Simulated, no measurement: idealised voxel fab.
process module | voxel capacitor over wiring
cross-section cut | 295 nm wide | cells 5 nm
A cross-section is a grid of square cells, given in bands from the top down. A band is one or more rows of cells.
Each band's line starts with the height of the band's top and of its bottom, in nm. Then come its materials from left to right, each with its width in nm. One material with "throughout" fills the band from edge to edge. "air" is empty space.
Height 0 is the level under which the wafer as received is all one material. The lowest band goes on downwards, as in "0 down".
A width such as "30 to 40" changes by the same amount from each row of cells to the next, from the band's top row to its bottom row.
"no change" after a step means that no cell of the cross-section changed.
closed voids: empty space of 8 cells or more with no open way to the top, each as width x height at its distance from the left edge, in nm
after a step's settings: what the simulator itself notes on the step
overlay nm, on a step with a mask: how far to the right of its planned place the mask lay; to the left if negative
plan
1 op RECEIVE | material Si
2 op CONFORMAL_DEP | material SiO2 | thk nm 10
3 op CONFORMAL_DEP | material SiCN | thk nm 5
4 op DIRECTIONAL_DEP | material SiO2 | thk nm 25
5 op PATTERN | tone open | mask id METAL_1 | material resist | width nm 30 | pitch nm 85 | thk nm 20 | overlay nm -15
6 op DIRECTIONAL_ETCH | etch materials SiO2 | depth nm 25
7 op DIRECTIONAL_ETCH | etch materials SiCN | depth nm 5
8 op STRIP | etch materials resist
9 op CONFORMAL_DEP | material TiN | thk nm 5
10 op FILL_DEP | material W | thk nm 5
11 op CMP | height nm 40
12 op CONFORMAL_DEP | material SiCN | thk nm 5
13 op DIRECTIONAL_DEP | material SiO2 | thk nm 10
14 op PATTERN | tone open | mask id PLUG_1 | material resist | width nm 15 | thk nm 15 | overlay nm 0
15 op DIRECTIONAL_ETCH | etch materials SiO2 | depth nm 10
16 op DIRECTIONAL_ETCH | etch materials SiCN | depth nm 5
17 op STRIP | etch materials resist
18 op CONFORMAL_DEP | material TiN | thk nm 5
19 op FILL_DEP | material W | thk nm 5
20 op CMP | height nm 55
21 op DIRECTIONAL_DEP | material TiN | thk nm 10
22 op DIRECTIONAL_DEP | material Al2O3 | thk nm 5
23 op DIRECTIONAL_DEP | material TiN | thk nm 10
24 op MASKED_ETCH | tone cover | mask id UPPER_PLATE | width nm 60 | etch materials TiN | depth nm 10 | overlay nm 0
25 op MASKED_ETCH | tone cover | mask id UPPER_PLATE | width nm 60 | etch materials Al2O3 | depth nm 5 | overlay nm 0
26 op MASKED_ETCH | tone cover | mask id LOWER_PLATE | width nm 70 | etch materials TiN | depth nm 10 | overlay nm 0
27 op FILL_DEP | material SiO2 | thk nm 15
28 op CMP | height nm 90
29 op PATTERN | tone open | mask id PLUG_2 | material resist | width nm 15 | thk nm 15 | overlay nm 0
30 op DIRECTIONAL_ETCH | etch materials SiO2 | depth nm 10
31 op STRIP | etch materials resist
32 op CONFORMAL_DEP | material TiN | thk nm 5
33 op FILL_DEP | material Cu | thk nm 5
34 op CMP | height nm 90
35 op CONFORMAL_DEP | material SiN | thk nm 5
varied across the wafers: overlay nm of step 5. The plan shows the first wafer's value. All wafers start alike
first wafer as received, after step 1
  0 down: Si throughout
  closed voids: none
each wafer at the end: cells of each material gained (+) or lost (-) since it was received, then its closed voids
overlay nm -15 | +12 Al2O3 | +1 Cu | +103 SiCN | +59 SiN | +808 SiO2 | +96 TiN | +42 W | closed voids: none
overlay nm -10 | +12 Al2O3 | +1 Cu | +103 SiCN | +59 SiN | +808 SiO2 | +96 TiN | +42 W | closed voids: none
overlay nm -5 | +12 Al2O3 | +1 Cu | +103 SiCN | +59 SiN | +808 SiO2 | +96 TiN | +42 W | closed voids: none
overlay nm 0 | +12 Al2O3 | +1 Cu | +103 SiCN | +59 SiN | +808 SiO2 | +96 TiN | +42 W | closed voids: none
overlay nm 5 | +12 Al2O3 | +1 Cu | +103 SiCN | +59 SiN | +808 SiO2 | +96 TiN | +42 W | closed voids: none
overlay nm 10 | +12 Al2O3 | +1 Cu | +103 SiCN | +59 SiN | +808 SiO2 | +96 TiN | +42 W | closed voids: none
overlay nm 15 | +12 Al2O3 | +1 Cu | +103 SiCN | +59 SiN | +808 SiO2 | +96 TiN | +42 W | closed voids: none
